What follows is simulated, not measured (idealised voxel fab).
You're looking at the process module voxel air gaps.
Cross-sectional view cut (width: 250 nm; square cell size: 5 nm).
In this document a cross-section is written as a grid of square cells. It is given as a series of bands, listed from the top down, and a band is one or more rows of cells.
Look at the band entry: it leads with the top's height and the bottom's height in nm. Then it lists the materials left to right, with a width in nm for each. The word "edge to edge" on a single material says that material fills the band edge to edge. The word "air" is empty space.
We count height from 0. Below that, the starting wafer is all one material. The lowest band never ends at the bottom but goes on down; see "0..down" for how that is written.
The notation "30->40" denotes a width that varies across the rows of cells in the band, beginning at the first number in the top row, finishing at the second number in the bottom row, and changing by an identical amount from each row to the next.
Step note "no alterations made" = no cross-section cell changed.
In "Sealed void listing" the enclosed voids are listed, meaning empty spaces of 8 cells or larger without any opening to the top. The form is width x height at distance, distance from the left edge, units nm.
after a step's settings: what the simulator itself notes on the step
On any step carrying a mask, the "overlay nm" setting, if present on the step's line, tells how far right of its planned place the mask lay; negative values point to the left.
### The following list gives the planned process steps
- 1: RECEIVE (material Si)
- 2: CONFORMAL_DEP (material SiO2; thk nm 10)
- 3: CONFORMAL_DEP (material SiN; thk nm 5)
- 4: DIRECTIONAL_DEP (material lowk; thk nm 30)
- 5: DIRECTIONAL_DEP (material aC; thk nm 15)
- 6: PATTERN (tone open; mask id LINES; material resist; width nm 15; pitch nm 40; thk nm 35; overlay nm 0)
- 7: DIRECTIONAL_ETCH (etch materials aC; depth nm 15)
- 8: STRIP (etch materials resist)
- 9: DIRECTIONAL_ETCH (etch materials lowk; depth nm 30)
- 10: STRIP (etch materials aC)
- 11: CONFORMAL_DEP (material TiN; thk nm 5)
- 12: FILL_DEP (material Cu; thk nm 5)
- 13: CMP (height nm 45)
- 14: EPI (material Ru; thk nm 10)
- 15: SELECTIVE_ETCH (etch materials lowk; depth nm 40)
- 16: CONFORMAL_DEP (material SiN; thk nm 5)
### Cross-section of the wafer at receipt, which is the condition after step 1
0..down = Si edge to edge
Sealed void listing: none
### As-planned run: cross-section of the first of two wafers at end of module
60..55 = air 40 nm  SiN 165 nm  air 45 nm
55..45 = air 40 nm  SiN 5 nm  Ru 35 nm  SiN 5 nm  Ru 35 nm  SiN 5 nm  Ru 35 nm  SiN 5 nm  Ru 35 nm  SiN 5 nm  air 45 nm
45..40 = air 40 nm  SiN 15 nm  TiN 5 nm  Cu 5 nm  TiN 5 nm  SiN 25 nm  TiN 5 nm  Cu 5 nm  TiN 5 nm  SiN 25 nm  TiN 5 nm  Cu 5 nm  TiN 5 nm  SiN 25 nm  TiN 5 nm  Cu 5 nm  TiN 5 nm  SiN 15 nm  air 45 nm
40..20 = air 50 nm  SiN 5 nm  TiN 5 nm  Cu 5 nm  TiN 5 nm  SiN 5 nm  air 15 nm  SiN 5 nm  TiN 5 nm  Cu 5 nm  TiN 5 nm  SiN 5 nm  air 15 nm  SiN 5 nm  TiN 5 nm  Cu 5 nm  TiN 5 nm  SiN 5 nm  air 15 nm  SiN 5 nm  TiN 5 nm  Cu 5 nm  TiN 5 nm  SiN 5 nm  air 55 nm
20..15 = SiN 55 nm  TiN 15 nm  SiN 25 nm  TiN 15 nm  SiN 25 nm  TiN 15 nm  SiN 25 nm  TiN 15 nm  SiN 60 nm
15..10 = SiN edge to edge
10..0 = SiO2 edge to edge
0..down = Si edge to edge
Sealed void listing: 15 x 20 at 75; 15 x 20 at 115; 15 x 20 at 155
### Same start, same plan as the first wafer - but one mistake in the run. Cross-section of the second of the two at the end of the module
60..55 = air 50 nm  SiN 165 nm  air 35 nm
55..45 = air 50 nm  SiN 5 nm  Ru 35 nm  SiN 5 nm  Ru 35 nm  SiN 5 nm  Ru 35 nm  SiN 5 nm  Ru 35 nm  SiN 5 nm  air 35 nm
45..40 = air 50 nm  SiN 15 nm  TiN 5 nm  Cu 5 nm  TiN 5 nm  SiN 25 nm  TiN 5 nm  Cu 5 nm  TiN 5 nm  SiN 25 nm  TiN 5 nm  Cu 5 nm  TiN 5 nm  SiN 25 nm  TiN 5 nm  Cu 5 nm  TiN 5 nm  SiN 15 nm  air 35 nm
40..20 = air 60 nm  SiN 5 nm  TiN 5 nm  Cu 5 nm  TiN 5 nm  SiN 5 nm  air 15 nm  SiN 5 nm  TiN 5 nm  Cu 5 nm  TiN 5 nm  SiN 5 nm  air 15 nm  SiN 5 nm  TiN 5 nm  Cu 5 nm  TiN 5 nm  SiN 5 nm  air 15 nm  SiN 5 nm  TiN 5 nm  Cu 5 nm  TiN 5 nm  SiN 5 nm  air 45 nm
20..15 = SiN 65 nm  TiN 15 nm  SiN 25 nm  TiN 15 nm  SiN 25 nm  TiN 15 nm  SiN 25 nm  TiN 15 nm  SiN 50 nm
15..10 = SiN edge to edge
10..0 = SiO2 edge to edge
0..down = Si edge to edge
Sealed void listing: 15 x 20 at 85; 15 x 20 at 125; 15 x 20 at 165
What broke from the plan during processing? it should be noted that step 6 was executed with settings other than those planned, the operation and settings actually applied being PATTERN (tone open; mask id LINES; material resist; width nm 15; pitch nm 40; thk nm 35; overlay nm 10)
Tallied in cells, the final second wafer holds each material in the same quantity as the first, although not at the same places.
